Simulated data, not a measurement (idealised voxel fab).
Process module heading - voxel air gaps
FYI the section here is cut, 285 nm wide, cells are 5 nm squares.
Think of the cross-section as a grid of square cells. We describe it in bands, top to bottom, and each band covers one or more rows of those cells.
The band entry comprises the height of the band's top followed by the height of its bottom, expressed in nm, and subsequently the band's materials from left to right, each stated together with its width in nm. Where a single material is marked with the word "everywhere", that material fills the band from edge to edge. The word "empty" represents empty space.
A quick word on heights: they are counted from 0, and under that level the wafer as it came to us is one material throughout. The lowest band is different from the rest in having no bottom; it simply continues downward, written as in "from 0 down".
Quick explanation for "30 to 40": the width changes in equal steps down the rows of cells, from the first number in the band's top row to the second number in its bottom row.
"everything unchanged" (step): cross-section cells unchanged, all of them.
For the entry "Enclosed void entries", the listed items are empty spaces with no open way to the top whose size is 8 cells or more; each item follows the pattern width x height at distance, where distance is from the left edge and all three are in nm.
That trailing text on a step's line, after the settings, is the simulator's own remark on the step.
When a step includes a mask, the "overlay nm" setting on its line states how far to the right of its planned place that mask lay, and negative values state how far to the left.

PROCESS STEPS (PLANNED)
step 1: RECEIVE (material Si)
step 2: CONFORMAL_DEP (material SiO2; thk nm 10)
step 3: CONFORMAL_DEP (material SiN; thk nm 5)
step 4: DIRECTIONAL_DEP (material lowk; thk nm 30)
step 5: MASKED_ETCH (tone open; mask id LINES; width nm 25; pitch nm 50; etch materials lowk; depth nm 30; overlay nm 0)
step 6: CONFORMAL_DEP (material TiN; thk nm 5)
step 7: FILL_DEP (material Ru; thk nm 5)
step 8: CMP (height nm 45)
step 9: EPI (material Ru; thk nm 10)
step 10: SELECTIVE_ETCH (etch materials lowk; depth nm 40)
step 11: CONFORMAL_DEP (material SiCN; thk nm 5)

BELOW: THE FIRST OF TWO WAFERS, RUN AS PLANNED

CROSS-SECTION OF THE INCOMING WAFER, STATE AFTER STEP 1
- from 0 down = Si everywhere
- Enclosed void entries: none

CROSS-SECTION OF THE WAFER AFTER STEP 2
- from 10 to 0 = SiO2 everywhere
- Below a height of 0, the structure has not been altered.

CROSS-SECTION OF THE WAFER AFTER STEP 3
- from 15 to 10 = SiN everywhere
- Below a height of 10, the structure has not been altered.

CROSS-SECTION OF THE WAFER AFTER STEP 4
- from 45 to 15 = lowk everywhere
- Below a height of 15, the structure has not been altered.

CROSS-SECTION OF THE WAFER AFTER STEP 5
- from 45 to 15 = 80 lowk, then 25 empty, then 25 lowk, then 25 empty, then 25 lowk, then 25 empty, then 80 lowk
- Below a height of 15, the structure has not been altered.

CROSS-SECTION OF THE WAFER AFTER STEP 6
- from 50 to 45 = 85 TiN, then 15 empty, then 35 TiN, then 15 empty, then 35 TiN, then 15 empty, then 85 TiN
- from 45 to 20 = 80 lowk, then 5 TiN, then 15 empty, then 5 TiN, then 25 lowk, then 5 TiN, then 15 empty, then 5 TiN, then 25 lowk, then 5 TiN, then 15 empty, then 5 TiN, then 80 lowk
- from 20 to 15 = 80 lowk, then 25 TiN, then 25 lowk, then 25 TiN, then 25 lowk, then 25 TiN, then 80 lowk
- Below a height of 15, the structure has not been altered.

CROSS-SECTION OF THE WAFER AFTER STEP 7
- from 55 to 50 = Ru everywhere
- from 50 to 45 = 85 TiN, then 15 Ru, then 35 TiN, then 15 Ru, then 35 TiN, then 15 Ru, then 85 TiN
- from 45 to 20 = 80 lowk, then 5 TiN, then 15 Ru, then 5 TiN, then 25 lowk, then 5 TiN, then 15 Ru, then 5 TiN, then 25 lowk, then 5 TiN, then 15 Ru, then 5 TiN, then 80 lowk
- Below a height of 20, the structure has not been altered.

CROSS-SECTION OF THE WAFER AFTER STEP 8
- from 45 to 20 = 80 lowk, then 5 TiN, then 15 Ru, then 5 TiN, then 25 lowk, then 5 TiN, then 15 Ru, then 5 TiN, then 25 lowk, then 5 TiN, then 15 Ru, then 5 TiN, then 80 lowk
- Below a height of 20, the structure has not been altered.

CROSS-SECTION OF THE WAFER AFTER STEP 9
- from 55 to 45 = 70 empty, then 45 Ru, then 5 empty, then 45 Ru, then 5 empty, then 45 Ru, then 70 empty
- Below a height of 45, the structure has not been altered.

CROSS-SECTION OF THE WAFER AFTER STEP 10
- from 55 to 45 = 70 empty, then 45 Ru, then 5 empty, then 45 Ru, then 5 empty, then 45 Ru, then 70 empty
- from 45 to 20 = 80 empty, then 5 TiN, then 15 Ru, then 5 TiN, then 25 empty, then 5 TiN, then 15 Ru, then 5 TiN, then 25 empty, then 5 TiN, then 15 Ru, then 5 TiN, then 80 empty
- from 20 to 15 = 80 empty, then 25 TiN, then 25 empty, then 25 TiN, then 25 empty, then 25 TiN, then 80 empty
- Below a height of 15, the structure has not been altered.

CROSS-SECTION OF THE WAFER AFTER STEP 11
- from 60 to 55 = 65 empty, then 155 SiCN, then 65 empty
- from 55 to 45 = 65 empty, then 5 SiCN, then 45 Ru, then 5 SiCN, then 45 Ru, then 5 SiCN, then 45 Ru, then 5 SiCN, then 65 empty
- from 45 to 40 = 65 empty, then 15 SiCN, then 5 TiN, then 15 Ru, then 5 TiN, then 25 SiCN, then 5 TiN, then 15 Ru, then 5 TiN, then 25 SiCN, then 5 TiN, then 15 Ru, then 5 TiN, then 15 SiCN, then 65 empty
- from 40 to 20 = 75 empty, then 5 SiCN, then 5 TiN, then 15 Ru, then 5 TiN, then 5 SiCN, then 15 empty, then 5 SiCN, then 5 TiN, then 15 Ru, then 5 TiN, then 5 SiCN, then 15 empty, then 5 SiCN, then 5 TiN, then 15 Ru, then 5 TiN, then 5 SiCN, then 75 empty
- from 20 to 15 = 80 SiCN, then 25 TiN, then 25 SiCN, then 25 TiN, then 25 SiCN, then 25 TiN, then 80 SiCN
- Below a height of 15, the structure has not been altered.
- Enclosed void entries: 15 x 20 at 110; 15 x 20 at 160

SECOND WAFER: SAME START AND SAME PLAN AS THE FIRST, ONE EXECUTION ERROR; IDENTICAL TO THE FIRST THROUGH STEP 2

SECOND WAFER AT THE PLANNED FINISH OF STEP 3, SEEN IN CROSS-SECTION
- from 15 to 10 = SiCN everywhere
- Below a height of 10, the structure has not been altered.

SECOND WAFER AT THE PLANNED FINISH OF STEP 4, SEEN IN CROSS-SECTION
- from 45 to 15 = lowk everywhere
- Below a height of 15, the structure has not been altered.

SECOND WAFER AT THE PLANNED FINISH OF STEP 5, SEEN IN CROSS-SECTION
- from 45 to 15 = 80 lowk, then 25 empty, then 25 lowk, then 25 empty, then 25 lowk, then 25 empty, then 80 lowk
- Below a height of 15, the structure has not been altered.

SECOND WAFER AT THE PLANNED FINISH OF STEP 6, SEEN IN CROSS-SECTION
- from 50 to 45 = 85 TiN, then 15 empty, then 35 TiN, then 15 empty, then 35 TiN, then 15 empty, then 85 TiN
- from 45 to 20 = 80 lowk, then 5 TiN, then 15 empty, then 5 TiN, then 25 lowk, then 5 TiN, then 15 empty, then 5 TiN, then 25 lowk, then 5 TiN, then 15 empty, then 5 TiN, then 80 lowk
- from 20 to 15 = 80 lowk, then 25 TiN, then 25 lowk, then 25 TiN, then 25 lowk, then 25 TiN, then 80 lowk
- Below a height of 15, the structure has not been altered.

SECOND WAFER AT THE PLANNED FINISH OF STEP 7, SEEN IN CROSS-SECTION
- from 55 to 50 = Ru everywhere
- from 50 to 45 = 85 TiN, then 15 Ru, then 35 TiN, then 15 Ru, then 35 TiN, then 15 Ru, then 85 TiN
- from 45 to 20 = 80 lowk, then 5 TiN, then 15 Ru, then 5 TiN, then 25 lowk, then 5 TiN, then 15 Ru, then 5 TiN, then 25 lowk, then 5 TiN, then 15 Ru, then 5 TiN, then 80 lowk
- Below a height of 20, the structure has not been altered.

SECOND WAFER AT THE PLANNED FINISH OF STEP 8, SEEN IN CROSS-SECTION
- from 45 to 20 = 80 lowk, then 5 TiN, then 15 Ru, then 5 TiN, then 25 lowk, then 5 TiN, then 15 Ru, then 5 TiN, then 25 lowk, then 5 TiN, then 15 Ru, then 5 TiN, then 80 lowk
- Below a height of 20, the structure has not been altered.

SECOND WAFER AT THE PLANNED FINISH OF STEP 9, SEEN IN CROSS-SECTION
- from 55 to 45 = 70 empty, then 45 Ru, then 5 empty, then 45 Ru, then 5 empty, then 45 Ru, then 70 empty
- Below a height of 45, the structure has not been altered.

SECOND WAFER AT THE PLANNED FINISH OF STEP 10, SEEN IN CROSS-SECTION
- from 55 to 45 = 70 empty, then 45 Ru, then 5 empty, then 45 Ru, then 5 empty, then 45 Ru, then 70 empty
- from 45 to 20 = 80 empty, then 5 TiN, then 15 Ru, then 5 TiN, then 25 empty, then 5 TiN, then 15 Ru, then 5 TiN, then 25 empty, then 5 TiN, then 15 Ru, then 5 TiN, then 80 empty
- from 20 to 15 = 80 empty, then 25 TiN, then 25 empty, then 25 TiN, then 25 empty, then 25 TiN, then 80 empty
- Below a height of 15, the structure has not been altered.

SECOND WAFER AT THE PLANNED FINISH OF STEP 11, SEEN IN CROSS-SECTION
- from 60 to 55 = 65 empty, then 155 SiCN, then 65 empty
- from 55 to 45 = 65 empty, then 5 SiCN, then 45 Ru, then 5 SiCN, then 45 Ru, then 5 SiCN, then 45 Ru, then 5 SiCN, then 65 empty
- from 45 to 40 = 65 empty, then 15 SiCN, then 5 TiN, then 15 Ru, then 5 TiN, then 25 SiCN, then 5 TiN, then 15 Ru, then 5 TiN, then 25 SiCN, then 5 TiN, then 15 Ru, then 5 TiN, then 15 SiCN, then 65 empty
- from 40 to 20 = 75 empty, then 5 SiCN, then 5 TiN, then 15 Ru, then 5 TiN, then 5 SiCN, then 15 empty, then 5 SiCN, then 5 TiN, then 15 Ru, then 5 TiN, then 5 SiCN, then 15 empty, then 5 SiCN, then 5 TiN, then 15 Ru, then 5 TiN, then 5 SiCN, then 75 empty
- from 20 to 15 = 80 SiCN, then 25 TiN, then 25 SiCN, then 25 TiN, then 25 SiCN, then 25 TiN, then 80 SiCN
- Below a height of 15, the structure has not been altered.
- Enclosed void entries: 15 x 20 at 110; 15 x 20 at 160
Short version of what went wrong: step 3: run off-plan, actual operation and settings CONFORMAL_DEP (material SiCN; thk nm 5)
Upon completion, the second wafer contains, in terms of cells, a greater or smaller amount of certain materials than the first wafer: 57 more of SiCN, 57 fewer of SiN
